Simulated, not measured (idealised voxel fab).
A process module follows: voxel trench capacitor.
The width of the displayed cross-section, cut, is 270 nm; its cells are square, with a size of 5 nm.
Throughout this document, each cross-section is represented as a grid of square cells and is presented as a sequence of bands enumerated from the top downward, where a band comprises one or more rows of cells. This entry defines a band. It first specifies the height of the band's top and the height of its bottom in nm, and then specifies the band's materials from left to right, stating each material with its width in nm. The word "full width" identifies a single material that fills the band from edge to edge, while the word "blank" identifies empty space. Height datum 0, below which the as-received substrate wafer is one material. Lowest band open at the bottom, running downward: "0 nm and below". So if you see something like "30..40" for the width, read it as the top row of the band sitting at the first number and the bottom row at the second, with every row in between moving by the same amount as the last. Step marked "nothing was modified"? Then no cell in the cross-section changed in it. "Completely enclosed voids": sealed empty spaces, 8 cells or more, no open way to top, listed width x height at distance, with distance from the left edge and width, height and distance in nm. Note: text after step settings on the step line = simulator remark on that step. The line of a step may include "overlay nm". On a step with a mask, this value is how far to the right of its planned place the mask lay. A negative value means the mask lay to the left.

# Process steps foreseen in the plan
| 1 | op RECEIVE | material Si |
| 2 | op CONFORMAL_DEP | material SiN | thk nm 10 |
| 3 | op DIRECTIONAL_DEP | material aC | thk nm 15 |
| 4 | op PATTERN | tone open | mask id TRENCH | material resist | width nm 25 | pitch nm 40 | thk nm 35 | overlay nm -15 |
| 5 | op DIRECTIONAL_ETCH | etch materials aC | depth nm 15 |
| 6 | op STRIP | etch materials resist |
| 7 | op DIRECTIONAL_ETCH | etch materials SiN | depth nm 10 |
| 8 | op DIRECTIONAL_ETCH | etch materials Si | depth nm 30 |
| 9 | op STRIP | etch materials aC |
| 10 | op CONFORMAL_DEP | material HfO2 | thk nm 5 |
| 11 | op CONFORMAL_DEP | material TiN | thk nm 5 |
| 12 | op FILL_DEP | material W | thk nm 5 |
| 13 | op CMP | height nm 10 |
The plan's step 4 overlay nm is the first wafer's value; the wafers differ in this setting and start identical.

# The as-received cross-section of the first of several wafers corresponds to the state after step 1
  0 nm and below | Si full width
  Completely enclosed voids: none

# The figure below presents a cross-section of the first of several wafers at the conclusion of the module, following its last step, step 13
  10 nm to 0 nm | SiN 65, HfO2 5, TiN 5, W 5, TiN 5, HfO2 5, SiN 15, HfO2 5, TiN 5, W 5, TiN 5, HfO2 5, SiN 15, HfO2 5, TiN 5, W 5, TiN 5, HfO2 5, SiN 100
  0 nm to -20 nm | Si 65, HfO2 5, TiN 5, W 5, TiN 5, HfO2 5, Si 15, HfO2 5, TiN 5, W 5, TiN 5, HfO2 5, Si 15, HfO2 5, TiN 5, W 5, TiN 5, HfO2 5, Si 100
  -20 nm to -25 nm | Si 65, HfO2 5, TiN 15, HfO2 5, Si 15, HfO2 5, TiN 15, HfO2 5, Si 15, HfO2 5, TiN 15, HfO2 5, Si 100
  -25 nm to -30 nm | Si 65, HfO2 25, Si 15, HfO2 25, Si 15, HfO2 25, Si 100
  -30 nm and below | Si full width
  Completely enclosed voids: none

# Last-wafer cross-section at the end of the module
  10 nm to 0 nm | SiN 95, HfO2 5, TiN 5, W 5, TiN 5, HfO2 5, SiN 15, HfO2 5, TiN 5, W 5, TiN 5, HfO2 5, SiN 15, HfO2 5, TiN 5, W 5, TiN 5, HfO2 5, SiN 70
  0 nm to -20 nm | Si 95, HfO2 5, TiN 5, W 5, TiN 5, HfO2 5, Si 15, HfO2 5, TiN 5, W 5, TiN 5, HfO2 5, Si 15, HfO2 5, TiN 5, W 5, TiN 5, HfO2 5, Si 70
  -20 nm to -25 nm | Si 95, HfO2 5, TiN 15, HfO2 5, Si 15, HfO2 5, TiN 15, HfO2 5, Si 15, HfO2 5, TiN 15, HfO2 5, Si 70
  -25 nm to -30 nm | Si 95, HfO2 25, Si 15, HfO2 25, Si 15, HfO2 25, Si 70
  -30 nm and below | Si full width
  Completely enclosed voids: none

# Table: wafers, a row each; end-of-module cell change per material since receipt, gain (+), loss (-); then closed voids
overlay nm -15 | +57 HfO2 | -90 Si | +78 SiN | +45 TiN | +18 W | Completely enclosed voids: none
overlay nm -10 | +57 HfO2 | -90 Si | +78 SiN | +45 TiN | +18 W | Completely enclosed voids: none
overlay nm -5 | +57 HfO2 | -90 Si | +78 SiN | +45 TiN | +18 W | Completely enclosed voids: none
overlay nm 0 | +57 HfO2 | -90 Si | +78 SiN | +45 TiN | +18 W | Completely enclosed voids: none
overlay nm 5 | +57 HfO2 | -90 Si | +78 SiN | +45 TiN | +18 W | Completely enclosed voids: none
overlay nm 10 | +57 HfO2 | -90 Si | +78 SiN | +45 TiN | +18 W | Completely enclosed voids: none
overlay nm 15 | +57 HfO2 | -90 Si | +78 SiN | +45 TiN | +18 W | Completely enclosed voids: none
